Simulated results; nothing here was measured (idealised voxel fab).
process module | voxel wiring stack
cross-section cut | 180 nm wide | cells 5 nm
A cross-section is a grid of square cells, given in bands from the top down. A band is one or more rows of cells.
Each band's line starts with the height of the band's top and of its bottom, in nm. Then come its materials from left to right, each with its width in nm. One material with "throughout" fills the band from edge to edge. "air" is empty space.
Height 0 is the level under which the wafer as received is all one material. The lowest band goes on downwards, as in "0 down".
A width such as "30 to 40" changes by the same amount from each row of cells to the next, from the band's top row to its bottom row.
"no change" after a step means that no cell of the cross-section changed.
closed voids: empty space of 8 cells or more with no open way to the top, each as width x height at its distance from the left edge, in nm
after a step's settings: what the simulator itself notes on the step
overlay nm, on a step with a mask: how far to the right of its planned place the mask lay; to the left if negative
plan
1 op RECEIVE | material Si
2 op CONFORMAL_DEP | material SiO2 | thk nm 10
3 op DIRECTIONAL_DEP | material TiN | thk nm 5
4 op DIRECTIONAL_DEP | material Ru | thk nm 15
5 op MASKED_ETCH | tone cover | mask id METAL_1 | width nm 20 | pitch nm 50 | etch materials Ru | depth nm 15 | overlay nm 0
6 op MASKED_ETCH | tone cover | mask id METAL_1 | width nm 30 | pitch nm 50 | etch materials TiN | depth nm 5 | overlay nm 0
7 op CONFORMAL_DEP | material SiCN | thk nm 5
8 op FILL_DEP | material SiO2 | thk nm 10
9 op CMP | height nm 30
10 op CONFORMAL_DEP | material SiCN | thk nm 5
11 op DIRECTIONAL_DEP | material SiO2 | thk nm 30
12 op MASKED_ETCH | tone open | mask id METAL_2_HOLES | width nm 15 | pitch nm 50 | etch materials SiO2 | depth nm 30 | overlay nm 0
13 op PATTERN | tone open | mask id METAL_2 | material resist | width nm 30 | pitch nm 50 | thk nm 20 | overlay nm 0
14 op DIRECTIONAL_ETCH | etch materials SiO2 | depth nm 20
15 op DIRECTIONAL_ETCH | etch materials SiCN | depth nm 5
16 op STRIP | etch materials resist
17 op CONFORMAL_DEP | material TiN | thk nm 5
18 op FILL_DEP | material Ru | thk nm 5
19 op CMP | height nm 65
20 op CONFORMAL_DEP | material SiCN | thk nm 5
21 op DIRECTIONAL_DEP | material SiO2 | thk nm 25
22 op PATTERN | tone open | mask id METAL_3 | material resist | width nm 30 | pitch nm 50 | thk nm 20 | overlay nm 0
23 op DIRECTIONAL_ETCH | etch materials SiO2 | depth nm 15
24 op STRIP | etch materials resist
25 op MASKED_ETCH | tone open | mask id METAL_3_HOLES | width nm 15 | etch materials SiO2 | depth nm 10 | overlay nm 0
26 op MASKED_ETCH | tone open | mask id METAL_3_HOLES | width nm 15 | etch materials SiCN | depth nm 5 | overlay nm 0
27 op CONFORMAL_DEP | material TiN | thk nm 5
28 op FILL_DEP | material Ru | thk nm 10
29 op CMP | height nm 95
30 op CONFORMAL_DEP | material SiCN | thk nm 5
31 op DIRECTIONAL_DEP | material lowk | thk nm 35
32 op MASKED_ETCH | tone open | mask id METAL_4 | width nm 30 | pitch nm 50 | etch materials lowk | depth nm 20 | overlay nm 0
33 op MASKED_ETCH | tone open | mask id METAL_4_HOLES | width nm 15 | pitch nm 50 | etch materials lowk | depth nm 15 | overlay nm 0
34 op MASKED_ETCH | tone open | mask id METAL_4_HOLES | width nm 15 | pitch nm 50 | etch materials SiCN | depth nm 5 | overlay nm 0
35 op CONFORMAL_DEP | material TiN | thk nm 5
36 op FILL_DEP | material Ru | thk nm 5
37 op CMP | height nm 135
38 op CONFORMAL_DEP | material SiCN | thk nm 5
varied across the wafers: width nm of step 5. The plan shows the first wafer's value. All wafers start alike
first wafer as received, after step 1
  0 down: Si throughout
  closed voids: none
each wafer at the end: cells of each material gained (+) or lost (-) since it was received, then its closed voids
width nm 20 | +105 Ru | +169 SiCN | +434 SiO2 | +114 TiN | +186 lowk | closed voids: none
width nm 25 | +111 Ru | +167 SiCN | +430 SiO2 | +114 TiN | +186 lowk | closed voids: none
width nm 30 | +117 Ru | +165 SiCN | +426 SiO2 | +114 TiN | +186 lowk | closed voids: none
width nm 35 | +123 Ru | +163 SiCN | +420 SiO2 | +116 TiN | +186 lowk | closed voids: none
